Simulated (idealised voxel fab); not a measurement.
process module | voxel wiring stack
cross-section cut | 210 nm wide | cells 5 nm
A cross-section is a grid of square cells, given in bands from the top down. A band is one or more rows of cells.
Each band's line starts with the height of the band's top and of its bottom, in nm. Then come its materials from left to right, each with its width in nm. One material with "throughout" fills the band from edge to edge. "air" is empty space.
Height 0 is the level under which the wafer as received is all one material. The lowest band goes on downwards, as in "0 down".
A width such as "30 to 40" changes by the same amount from each row of cells to the next, from the band's top row to its bottom row.
"no change" after a step means that no cell of the cross-section changed.
closed voids: empty space of 8 cells or more with no open way to the top, each as width x height at its distance from the left edge, in nm
after a step's settings: what the simulator itself notes on the step
overlay nm, on a step with a mask: how far to the right of its planned place the mask lay; to the left if negative
plan
1 op RECEIVE | material Si
2 op CONFORMAL_DEP | material SiO2 | thk nm 10
3 op DIRECTIONAL_DEP | material TiN | thk nm 5
4 op DIRECTIONAL_DEP | material W | thk nm 25
5 op DIRECTIONAL_DEP | material aC | thk nm 15
6 op PATTERN | tone cover | mask id METAL_1 | material resist | width nm 20 | pitch nm 45 | thk nm 35 | overlay nm 0
7 op DIRECTIONAL_ETCH | etch materials aC | depth nm 15
8 op STRIP | etch materials resist
9 op DIRECTIONAL_ETCH | etch materials W | depth nm 25
10 op DIRECTIONAL_ETCH | etch materials TiN | depth nm 5
11 op STRIP | etch materials aC
12 op CONFORMAL_DEP | material SiN | thk nm 5
13 op FILL_DEP | material lowk | thk nm 5
14 op CMP | height nm 40
15 op CONFORMAL_DEP | material SiCN | thk nm 5
16 op DIRECTIONAL_DEP | material lowk | thk nm 15
17 op MASKED_ETCH | tone open | mask id PLUG_1 | width nm 15 | pitch nm 45 | etch materials lowk | depth nm 15 | overlay nm 0
18 op MASKED_ETCH | tone open | mask id PLUG_1 | width nm 15 | pitch nm 45 | etch materials SiCN | depth nm 5 | overlay nm 0
19 op CONFORMAL_DEP | material TiN | thk nm 5
20 op FILL_DEP | material Ru | thk nm 5
21 op CMP | height nm 60
22 op DIRECTIONAL_DEP | material TiN | thk nm 5
23 op DIRECTIONAL_DEP | material W | thk nm 20
24 op PATTERN | tone cover | mask id METAL_2 | material resist | width nm 20 | pitch nm 45 | thk nm 15 | overlay nm 0
25 op DIRECTIONAL_ETCH | etch materials W | depth nm 20
26 op DIRECTIONAL_ETCH | etch materials TiN | depth nm 5
27 op STRIP | etch materials resist
28 op CONFORMAL_DEP | material SiN | thk nm 5
29 op FILL_DEP | material SiO2 | thk nm 5
30 op CMP | height nm 85
31 op CONFORMAL_DEP | material SiN | thk nm 5
as received, after step 1
  0 down: Si throughout
  closed voids: none
a wafer at the end: this start, this plan, one mistake
  90 to 85: SiN throughout
  85 to 65: SiO2 20 | SiN 5 | W 20 | SiN 5 | SiO2 15 | SiN 5 | W 20 | SiN 5 | SiO2 15 | SiN 5 | W 20 | SiN 5 | SiO2 15 | SiN 5 | W 20 | SiN 5 | SiO2 25
  65 to 60: SiN 25 | TiN 20 | SiN 25 | TiN 20 | SiN 25 | TiN 20 | SiN 25 | TiN 20 | SiN 30
  60 to 45: lowk 25 | TiN 5 | Ru 5 | TiN 5 | lowk 30 | TiN 5 | Ru 5 | TiN 5 | lowk 30 | TiN 5 | Ru 5 | TiN 5 | lowk 30 | TiN 5 | Ru 5 | TiN 5 | lowk 35
  45 to 40: SiCN 25 | TiN 15 | SiCN 30 | TiN 15 | SiCN 30 | TiN 15 | SiCN 30 | TiN 15 | SiCN 35
  40 to 35: SiN 25 | TiN 20 | SiN 25 | TiN 20 | SiN 25 | TiN 20 | SiN 25 | TiN 20 | SiN 30
  35 to 10: W throughout
  10 to 0: SiO2 throughout
  0 down: Si throughout
  closed voids: none
what went wrong: steps 3 and 4 were swapped
